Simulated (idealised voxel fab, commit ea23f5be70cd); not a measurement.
process module | voxel lift off
cross-section cut | 180 nm wide | cells 5 nm
A cross-section is a grid of square cells, given in bands from the top down. A band is one or more rows of cells.
Each band's line starts with the height of the band's top and of its bottom, in nm. Then come its materials from left to right, each with its width in nm. One material with "throughout" fills the band from edge to edge. "air" is empty space.
Height 0 is the level under which the wafer as received is all one material. The lowest band goes on downwards, as in "0 down".
A width such as "30 to 40" changes by the same amount from each row of cells to the next, from the band's top row to its bottom row.
"no change" after a step means that no cell of the cross-section changed.
closed voids: empty space of 8 cells or more with no open way to the top, each as width x height at its distance from the left edge, in nm
after a step's settings: what the simulator itself notes on the step
overlay nm, on a step with a mask: how far to the right of its planned place the mask lay; to the left if negative
plan
1 op RECEIVE | material Si
2 op CONFORMAL_DEP | material SiO2 | thk nm 10
3 op PATTERN | tone open | mask id LINES | material resist | width nm 15 | pitch nm 35 | thk nm 15 | overlay nm -15
4 op DIRECTIONAL_DEP | material Ru | thk nm 5
5 op STRIP | etch materials resist
6 op CONFORMAL_DEP | material SiO2 | thk nm 10
varied across the wafers: overlay nm of step 3. The plan shows the first wafer's value. All wafers start alike
first wafer as received, after step 1
  0 down: Si throughout
  closed voids: none
each wafer at the end: cells of each material gained (+) or lost (-) since it was received, then its closed voids
overlay nm -15 | +9 Ru | +156 SiO2 | closed voids: none
overlay nm -10 | +9 Ru | +156 SiO2 | closed voids: none
overlay nm -5 | +9 Ru | +156 SiO2 | closed voids: none
overlay nm 0 | +9 Ru | +156 SiO2 | closed voids: none
overlay nm 5 | +9 Ru | +156 SiO2 | closed voids: none
overlay nm 10 | +9 Ru | +156 SiO2 | closed voids: none
overlay nm 15 | +9 Ru | +156 SiO2 | closed voids: none
